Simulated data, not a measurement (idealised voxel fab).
process module | voxel trench capacitor
cross-section cut | 245 nm wide | cells 5 nm
A cross-section is a grid of square cells, given in bands from the top down. A band is one or more rows of cells.
Each band's line starts with the height of the band's top and of its bottom, in nm. Then come its materials from left to right, each with its width in nm. One material with "throughout" fills the band from edge to edge. "air" is empty space.
Height 0 is the level under which the wafer as received is all one material. The lowest band goes on downwards, as in "0 down".
A width such as "30 to 40" changes by the same amount from each row of cells to the next, from the band's top row to its bottom row.
"no change" after a step means that no cell of the cross-section changed.
closed voids: empty space of 8 cells or more with no open way to the top, each as width x height at its distance from the left edge, in nm
after a step's settings: what the simulator itself notes on the step
overlay nm, on a step with a mask: how far to the right of its planned place the mask lay; to the left if negative
plan
1 op RECEIVE | material Si
2 op CONFORMAL_DEP | material SiN | thk nm 10
3 op MASKED_ETCH | tone open | mask id TRENCH | width nm 20 | pitch nm 40 | etch materials SiN | depth nm 10 | overlay nm 0
4 op MASKED_ETCH | tone open | mask id TRENCH | width nm 20 | pitch nm 40 | etch materials Si | depth nm 30 | overlay nm 0
5 op CONFORMAL_DEP | material SiO2 | thk nm 5
6 op FILL_DEP | material polySi | thk nm 10
7 op CMP | height nm 10
as received, after step 1
  0 down: Si throughout
  closed voids: none
first wafer at the end, as planned
  10 to 0: SiN 90 | SiO2 5 | polySi 10 | SiO2 5 | SiN 20 | SiO2 5 | polySi 10 | SiO2 5 | SiN 95
  0 to -25: Si 90 | SiO2 5 | polySi 10 | SiO2 5 | Si 20 | SiO2 5 | polySi 10 | SiO2 5 | Si 95
  -25 to -30: Si 90 | SiO2 20 | Si 20 | SiO2 20 | Si 95
  -30 down: Si throughout
  closed voids: none
second wafer at the end: like start, like plan, one mistake
  10 to 0: SiN 90 | SiO2 5 | polySi 10 | SiO2 5 | SiN 20 | SiO2 5 | polySi 10 | SiO2 5 | SiN 95
  0 to -55: Si 90 | SiO2 5 | polySi 10 | SiO2 5 | Si 20 | SiO2 5 | polySi 10 | SiO2 5 | Si 95
  -55 to -60: Si 90 | SiO2 20 | Si 20 | SiO2 20 | Si 95
  -60 down: Si throughout
  closed voids: none
what went wrong: step 4 was run twice
at the end the second wafer has, in cells: 48 fewer of Si | 24 more of SiO2 | 24 more of polySi
